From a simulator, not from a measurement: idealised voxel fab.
process module | voxel gate over fins
cross-section cut | 230 nm wide | cells 5 nm
A cross-section is a grid of square cells, given in bands from the top down. A band is one or more rows of cells.
Each band's line starts with the height of the band's top and of its bottom, in nm. Then come its materials from left to right, each with its width in nm. One material with "throughout" fills the band from edge to edge. "air" is empty space.
Height 0 is the level under which the wafer as received is all one material. The lowest band goes on downwards, as in "0 down".
A width such as "30 to 40" changes by the same amount from each row of cells to the next, from the band's top row to its bottom row.
"no change" after a step means that no cell of the cross-section changed.
closed voids: empty space of 8 cells or more with no open way to the top, each as width x height at its distance from the left edge, in nm
after a step's settings: what the simulator itself notes on the step
overlay nm, on a step with a mask: how far to the right of its planned place the mask lay; to the left if negative
plan
1 op RECEIVE | material Si
2 op CONFORMAL_DEP | material SiN | thk nm 5
3 op DIRECTIONAL_DEP | material aC | thk nm 10
4 op PATTERN | tone cover | mask id FINS | material resist | width nm 15 | pitch nm 45 | thk nm 25 | overlay nm 0
5 op DIRECTIONAL_ETCH | etch materials aC | depth nm 10
6 op STRIP | etch materials resist
7 op DIRECTIONAL_ETCH | etch materials SiN | depth nm 5
8 op DIRECTIONAL_ETCH | etch materials Si | depth nm 35
9 op STRIP | etch materials aC
10 op OXIDIZE | depth nm 5
11 op FILL_DEP | material SiO2 | thk nm 15
12 op CMP | height nm 5
13 op SELECTIVE_ETCH | etch materials SiO2 | depth nm 20
14 op STRIP | etch materials SiN
15 op CONFORMAL_DEP | material HfO2 | thk nm 5
16 op CONFORMAL_DEP | material TiN | thk nm 5
17 op FILL_DEP | material W | thk nm 15
18 op CMP | height nm 20
19 op CONFORMAL_DEP | material SiN | thk nm 5
as received, after step 1
  0 down: Si throughout
  closed voids: none
a wafer at the end: this start, this plan, one mistake
  25 to 10: W throughout
  10 to 5: W 55 | TiN 25 | W 20 | TiN 25 | W 20 | TiN 25 | W 60
  5 to 0: W 55 | TiN 5 | HfO2 15 | TiN 5 | W 20 | TiN 5 | HfO2 15 | TiN 5 | W 20 | TiN 5 | HfO2 15 | TiN 5 | W 60
  0 to -5: W 55 | TiN 5 | HfO2 5 | Si 5 | HfO2 5 | TiN 5 | W 20 | TiN 5 | HfO2 5 | Si 5 | HfO2 5 | TiN 5 | W 20 | TiN 5 | HfO2 5 | Si 5 | HfO2 5 | TiN 5 | W 60
  -5 to -10: TiN 60 | HfO2 5 | Si 5 | HfO2 5 | TiN 30 | HfO2 5 | Si 5 | HfO2 5 | TiN 30 | HfO2 5 | Si 5 | HfO2 5 | TiN 65
  -10 to -15: HfO2 65 | Si 5 | HfO2 40 | Si 5 | HfO2 40 | Si 5 | HfO2 70
  -15 to -40: SiO2 65 | Si 5 | SiO2 40 | Si 5 | SiO2 40 | Si 5 | SiO2 70
  -40 down: Si throughout
  closed voids: none
what went wrong: step 19 ran as: op CONFORMAL_DEP | material W | thk nm 5
